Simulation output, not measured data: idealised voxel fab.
process module | voxel self aligned vias
cross-section cut | 270 nm wide | cells 5 nm
A cross-section is a grid of square cells, given in bands from the top down. A band is one or more rows of cells.
Each band's line starts with the height of the band's top and of its bottom, in nm. Then come its materials from left to right, each with its width in nm. One material with "throughout" fills the band from edge to edge. "air" is empty space.
Height 0 is the level under which the wafer as received is all one material. The lowest band goes on downwards, as in "0 down".
A width such as "30 to 40" changes by the same amount from each row of cells to the next, from the band's top row to its bottom row.
"no change" after a step means that no cell of the cross-section changed.
closed voids: empty space of 8 cells or more with no open way to the top, each as width x height at its distance from the left edge, in nm
after a step's settings: what the simulator itself notes on the step
overlay nm, on a step with a mask: how far to the right of its planned place the mask lay; to the left if negative
Each pair below shows a cross-section before one step and the cross-section after it, down to the lowest band that changed. The line under each pair gives the step between them, with its settings. The pairs can come from different runs of this module on the same starting wafer, so a pair continues from the pair above only where its "before" says so.
before
  65 to 60: TiN 75 | air 40 | TiN 40 | air 40 | TiN 75
  60 to 50: SiO2 70 | TiN 5 | air 40 | TiN 5 | SiO2 30 | TiN 5 | air 40 | TiN 5 | SiO2 70
  50 to 40: SiO2 70 to 75 | TiN 10 to 5 | air 20 | TiN 20 to 5 | SiO2 30 to 50 | TiN 10 to 5 | air 20 | TiN 20 to 5 | SiO2 70 to 85
  40 to 35: SiO2 75 | TiN 30 | SiO2 50 | TiN 30 | SiO2 85
  35 to 25: SiO2 75 | TiN 5 | W 20 | TiN 5 | SiO2 50 | TiN 5 | W 20 | TiN 5 | SiO2 85
  25 to 20: SiO2 75 | TiN 30 | SiO2 50 | TiN 30 | SiO2 85
  20 to 15: SiCN throughout
  15 to 0: SiO2 throughout
  0 down: Si throughout
  closed voids: none
after
  75 to 65: W throughout
  65 to 60: TiN 75 | W 40 | TiN 40 | W 40 | TiN 75
  60 to 50: SiO2 70 | TiN 5 | W 40 | TiN 5 | SiO2 30 | TiN 5 | W 40 | TiN 5 | SiO2 70
  50 to 40: SiO2 70 to 75 | TiN 10 to 5 | W 20 | TiN 20 to 5 | SiO2 30 to 50 | TiN 10 to 5 | W 20 | TiN 20 to 5 | SiO2 70 to 85
  below 40: unchanged
  closed voids: none
the step between: op FILL_DEP | material W | thk nm 10
before: the cross-section after the pair above
after
  60 to 50: SiO2 70 | TiN 5 | W 40 | TiN 5 | SiO2 30 | TiN 5 | W 40 | TiN 5 | SiO2 70
  below 50: unchanged
  closed voids: none
the step between: op CMP | height nm 60
before: the cross-section after the pair above
after
  65 to 60: SiCN throughout
  below 60: unchanged
  closed voids: none
the step between: op CONFORMAL_DEP | material SiCN | thk nm 5
before
  50 to 45: TiN 85 | air 20 | TiN 60 | air 20 | TiN 85
  45 to 25: SiO2 80 | TiN 5 | air 20 | TiN 5 | SiO2 50 | TiN 5 | air 20 | TiN 5 | SiO2 80
  25 to 20: SiO2 80 | TiN 30 | SiO2 50 | TiN 30 | SiO2 80
  20 to 15: SiCN throughout
  15 to 0: SiO2 throughout
  0 down: Si throughout
  closed voids: none
after
  60 to 50: SiO2 throughout
  50 to 45: TiN 85 | SiO2 20 | TiN 60 | SiO2 20 | TiN 85
  45 to 25: SiO2 80 | TiN 5 | SiO2 20 | TiN 5 | SiO2 50 | TiN 5 | SiO2 20 | TiN 5 | SiO2 80
  below 25: unchanged
  closed voids: none
the step between: op FILL_DEP | material SiO2 | thk nm 10
before: the cross-section after the pair above
after
  45 to 25: SiO2 80 | TiN 5 | SiO2 20 | TiN 5 | SiO2 50 | TiN 5 | SiO2 20 | TiN 5 | SiO2 80
  below 25: unchanged
  closed voids: none
the step between: op CMP | height nm 45
before: the cross-section after the pair above
after
  45 to 35: SiO2 80 | air 5 | SiO2 20 | air 5 | SiO2 50 | air 5 | SiO2 20 | air 5 | SiO2 80
  below 35: unchanged
  closed voids: none
the step between: op SELECTIVE_ETCH | etch materials W Ru TiN | depth nm 10
before: the cross-section after the pair above
after
  55 to 45: SiN throughout
  45 to 35: SiO2 80 | SiN 5 | SiO2 20 | SiN 5 | SiO2 50 | SiN 5 | SiO2 20 | SiN 5 | SiO2 80
  below 35: unchanged
  closed voids: none
the step between: op FILL_DEP | material SiN | thk nm 10
before: the cross-section after the pair above
after
  45 to 35: SiO2 80 | SiN 5 | SiO2 20 | SiN 5 | SiO2 50 | SiN 5 | SiO2 20 | SiN 5 | SiO2 80
  below 35: unchanged
  closed voids: none
the step between: op CMP | height nm 45
before: the cross-section after the pair above
after
  60 to 45: SiO2 throughout
  below 45: unchanged
  closed voids: none
the step between: op DIRECTIONAL_DEP | material SiO2 | thk nm 15
before: the cross-section after the pair above
after
  80 to 60: resist 70 | air 50 | resist 30 | air 50 | resist 70
  below 60: unchanged
  closed voids: none
the step between: op PATTERN | tone open | mask id VIAS | material resist | width nm 50 | pitch nm 80 | thk nm 20 | overlay nm 0
before: the cross-section after the pair above
after
  80 to 60: resist 70 | air 50 | resist 30 | air 50 | resist 70
  60 to 45: SiO2 70 | air 50 | SiO2 30 | air 50 | SiO2 70
  below 45: unchanged
  closed voids: none
the step between: op DIRECTIONAL_ETCH | etch materials SiO2 | depth nm 15
before: the cross-section after the pair above
after
  80 to 60: resist 70 | air 50 | resist 30 | air 50 | resist 70
  60 to 45: SiO2 70 | air 50 | SiO2 30 | air 50 | SiO2 70
  45 to 35: SiO2 80 | air 5 | SiO2 20 | air 5 | SiO2 50 | air 5 | SiO2 20 | air 5 | SiO2 80
  below 35: unchanged
  closed voids: none
the step between: op DIRECTIONAL_ETCH | etch materials SiN | depth nm 10
before: the cross-section after the pair above
after
  60 to 45: SiO2 70 | air 50 | SiO2 30 | air 50 | SiO2 70
  below 45: unchanged
  closed voids: none
the step between: op STRIP | etch materials resist
before: the cross-section after the pair above
after
  65 to 60: TiN 75 | air 40 | TiN 40 | air 40 | TiN 75
  60 to 50: SiO2 70 | TiN 5 | air 40 | TiN 5 | SiO2 30 | TiN 5 | air 40 | TiN 5 | SiO2 70
  50 to 45: SiO2 70 | TiN 50 | SiO2 30 | TiN 50 | SiO2 70
  45 to 25: SiO2 80 | TiN 5 | SiO2 20 | TiN 5 | SiO2 50 | TiN 5 | SiO2 20 | TiN 5 | SiO2 80
  below 25: unchanged
  closed voids: none
the step between: op CONFORMAL_DEP | material TiN | thk nm 5
before: the cross-section after the pair above
after
  75 to 65: W throughout
  65 to 60: TiN 75 | W 40 | TiN 40 | W 40 | TiN 75
  60 to 50: SiO2 70 | TiN 5 | W 40 | TiN 5 | SiO2 30 | TiN 5 | W 40 | TiN 5 | SiO2 70
  below 50: unchanged
  closed voids: none
the step between: op FILL_DEP | material W | thk nm 10
before: the cross-section after the pair above
after
  60 to 50: SiO2 70 | TiN 5 | W 40 | TiN 5 | SiO2 30 | TiN 5 | W 40 | TiN 5 | SiO2 70
  below 50: unchanged
  closed voids: none
the step between: op CMP | height nm 60
before: the cross-section after the pair above
after
  65 to 60: SiCN throughout
  below 60: unchanged
  closed voids: none
the step between: op CONFORMAL_DEP | material SiCN | thk nm 5
before
  45 to 20: SiO2 throughout
  20 to 15: SiCN throughout
  15 to 0: SiO2 throughout
  0 down: Si throughout
  closed voids: none
after
  45 to 20: air 80 | SiO2 30 | air 50 | SiO2 30 | air 80
  below 20: unchanged
  closed voids: none
the step between: op MASKED_ETCH | tone cover | mask id LINES | width nm 30 | pitch nm 80 | etch materials SiO2 | depth nm 25 | overlay nm 0
before: the cross-section after the pair above
after
  50 to 45: air 75 | TiN 40 | air 40 | TiN 40 | air 75
  45 to 25: air 75 | TiN 5 | SiO2 30 | TiN 5 | air 40 | TiN 5 | SiO2 30 | TiN 5 | air 75
  25 to 20: TiN 80 | SiO2 30 | TiN 50 | SiO2 30 | TiN 80
  below 20: unchanged
  closed voids: none
the step between: op CONFORMAL_DEP | material TiN | thk nm 5
before: the cross-section after the pair above
after
  60 to 50: W throughout
  50 to 45: W 75 | TiN 40 | W 40 | TiN 40 | W 75
  45 to 25: W 75 | TiN 5 | SiO2 30 | TiN 5 | W 40 | TiN 5 | SiO2 30 | TiN 5 | W 75
  below 25: unchanged
  closed voids: none
the step between: op FILL_DEP | material W | thk nm 10
before: the cross-section after the pair above
after
  45 to 25: W 75 | TiN 5 | SiO2 30 | TiN 5 | W 40 | TiN 5 | SiO2 30 | TiN 5 | W 75
  below 25: unchanged
  closed voids: none
the step between: op CMP | height nm 45
before: the cross-section after the pair above
after
  45 to 35: air 80 | SiO2 30 | air 50 | SiO2 30 | air 80
  below 35: unchanged
  closed voids: none
the step between: op SELECTIVE_ETCH | etch materials W Ru TiN | depth nm 10
before: the cross-section after the pair above
after
  55 to 45: SiN throughout
  45 to 35: SiN 80 | SiO2 30 | SiN 50 | SiO2 30 | SiN 80
  below 35: unchanged
  closed voids: none
the step between: op FILL_DEP | material SiN | thk nm 10
before: the cross-section after the pair above
after
  45 to 35: SiN 80 | SiO2 30 | SiN 50 | SiO2 30 | SiN 80
  below 35: unchanged
  closed voids: none
the step between: op CMP | height nm 45
before: the cross-section after the pair above
after
  60 to 45: SiO2 throughout
  below 45: unchanged
  closed voids: none
the step between: op DIRECTIONAL_DEP | material SiO2 | thk nm 15
before: the cross-section after the pair above
after
  80 to 60: resist 70 | air 50 | resist 30 | air 50 | resist 70
  below 60: unchanged
  closed voids: none
the step between: op PATTERN | tone open | mask id VIAS | material resist | width nm 50 | pitch nm 80 | thk nm 20 | overlay nm 0
before: the cross-section after the pair above
after
  80 to 60: resist 70 | air 50 | resist 30 | air 50 | resist 70
  60 to 45: SiO2 70 | air 50 | SiO2 30 | air 50 | SiO2 70
  below 45: unchanged
  closed voids: none
the step between: op DIRECTIONAL_ETCH | etch materials SiO2 | depth nm 15
before: the cross-section after the pair above
after
  80 to 60: resist 70 | air 50 | resist 30 | air 50 | resist 70
  60 to 45: SiO2 70 | air 50 | SiO2 30 | air 50 | SiO2 70
  45 to 35: SiN 70 | air 10 | SiO2 30 | air 10 | SiN 30 | air 10 | SiO2 30 | air 10 | SiN 70
  below 35: unchanged
  closed voids: none
the step between: op DIRECTIONAL_ETCH | etch materials SiN | depth nm 10
before: the cross-section after the pair above
after
  60 to 45: SiO2 70 | air 50 | SiO2 30 | air 50 | SiO2 70
  below 45: unchanged
  closed voids: none
the step between: op STRIP | etch materials resist
before: the cross-section after the pair above
after
  65 to 60: TiN 75 | air 40 | TiN 40 | air 40 | TiN 75
  60 to 50: SiO2 70 | TiN 5 | air 40 | TiN 5 | SiO2 30 | TiN 5 | air 40 | TiN 5 | SiO2 70
  50 to 45: SiO2 70 | TiN 50 | SiO2 30 | TiN 50 | SiO2 70
  45 to 35: SiN 70 | TiN 10 | SiO2 30 | TiN 10 | SiN 30 | TiN 10 | SiO2 30 | TiN 10 | SiN 70
  below 35: unchanged
  closed voids: none
the step between: op CONFORMAL_DEP | material TiN | thk nm 5
before: the cross-section after the pair above
after
  75 to 65: W throughout
  65 to 60: TiN 75 | W 40 | TiN 40 | W 40 | TiN 75
  60 to 50: SiO2 70 | TiN 5 | W 40 | TiN 5 | SiO2 30 | TiN 5 | W 40 | TiN 5 | SiO2 70
  below 50: unchanged
  closed voids: none
the step between: op FILL_DEP | material W | thk nm 10
before: the cross-section after the pair above
after
  60 to 50: SiO2 70 | TiN 5 | W 40 | TiN 5 | SiO2 30 | TiN 5 | W 40 | TiN 5 | SiO2 70
  below 50: unchanged
  closed voids: none
the step between: op CMP | height nm 60
before: the cross-section after the pair above
after
  65 to 60: SiCN throughout
  below 60: unchanged
  closed voids: none
the step between: op CONFORMAL_DEP | material SiCN | thk nm 5
